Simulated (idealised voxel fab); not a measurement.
Process module name: voxel air gaps
Displayed cross-section: cut, width of 240 nm, square cells sized 5 nm.
A cross-section in this document is a grid of square cells, and it is written down as bands, the top band listed before the ones below it; a band is made up of one or more rows of cells. Heads up on the band format: heights come first, top then bottom, in nm. After that it's the materials left to right, each with its width in nm. A single material flagged "throughout" fills the whole band edge to edge, and "air" means there's empty space there. The reference from which all heights are counted is 0, the level beneath which the as-received wafer is entirely one material; the lowest band, having no lower bound, proceeds downward and is written after the example "top 0, no bottom". Quick explanation for "30 to 40": the width changes in equal steps down the rows of cells, from the first number in the band's top row to the second number in its bottom row. Take "nothing different" at face value: in the step it is given for, the cross-section changed in none of its cells. "Closed cavity list" enumerates empty spaces isolated from the top, with no open way to it, that contain at least 8 cells, giving each as width x height at distance from the left edge, all three in nm. Heads up: the bit after the settings on a step's line is the simulator's remark on that step. overlay nm, on a step with a mask: how far to the right of its planned place the mask lay; to the left if negative.
**The planned process steps are enumerated hereunder**
1) RECEIVE | material Si
2) CONFORMAL_DEP | material SiO2 | thk nm 15
3) CONFORMAL_DEP | material SiCN | thk nm 5
4) DIRECTIONAL_DEP | material SiO2 | thk nm 40
5) PATTERN | tone open | mask id LINES | material resist | width nm 15 | pitch nm 40 | thk nm 20 | overlay nm 0
6) DIRECTIONAL_ETCH | etch materials SiO2 | depth nm 40
7) STRIP | etch materials resist
8) CONFORMAL_DEP | material TiN | thk nm 5
9) FILL_DEP | material Cu | thk nm 5
10) CMP | height nm 60
11) EPI | material Ru | thk nm 10
12) SELECTIVE_ETCH | etch materials SiO2 | depth nm 50
13) CONFORMAL_DEP | material SiCN | thk nm 5
**As-received state of the wafer in cross-section, equivalent to post-step 1**
    top 0, no bottom = Si throughout
    Closed cavity list: none
**Post-module cross-section: identical start and plan to those above, one misstep in execution**
    top 75, bottom 70 = 35 of air, 170 of SiCN, 35 of air
    top 70, bottom 60 = 35 of air, 5 of SiCN, 160 of Ru, 5 of SiCN, 35 of air
    top 60, bottom 55 = 35 of air, 15 of SiCN, 5 of TiN, 10 of Cu, 5 of TiN, 20 of SiO2, 5 of TiN, 10 of Cu, 5 of TiN, 20 of SiO2, 5 of TiN, 10 of Cu, 5 of TiN, 20 of SiO2, 5 of TiN, 10 of Cu, 5 of TiN, 15 of SiCN, 35 of air
    top 55, bottom 25 = 45 of air, 5 of SiCN, 5 of TiN, 10 of Cu, 5 of TiN, 20 of SiO2, 5 of TiN, 10 of Cu, 5 of TiN, 20 of SiO2, 5 of TiN, 10 of Cu, 5 of TiN, 20 of SiO2, 5 of TiN, 10 of Cu, 5 of TiN, 5 of SiCN, 45 of air
    top 25, bottom 20 = 50 of SiCN, 20 of TiN, 20 of SiO2, 20 of TiN, 20 of SiO2, 20 of TiN, 20 of SiO2, 20 of TiN, 50 of SiCN
    top 20, bottom 15 = SiCN throughout
    top 15, bottom 0 = SiO2 throughout
    top 0, no bottom = Si throughout
    Closed cavity list: none
In executing the process, a mistake was made relative to the plan: step 5: run off-plan, actual operation and settings PATTERN | tone open | mask id LINES | material resist | width nm 20 | pitch nm 40 | thk nm 20 | overlay nm 0
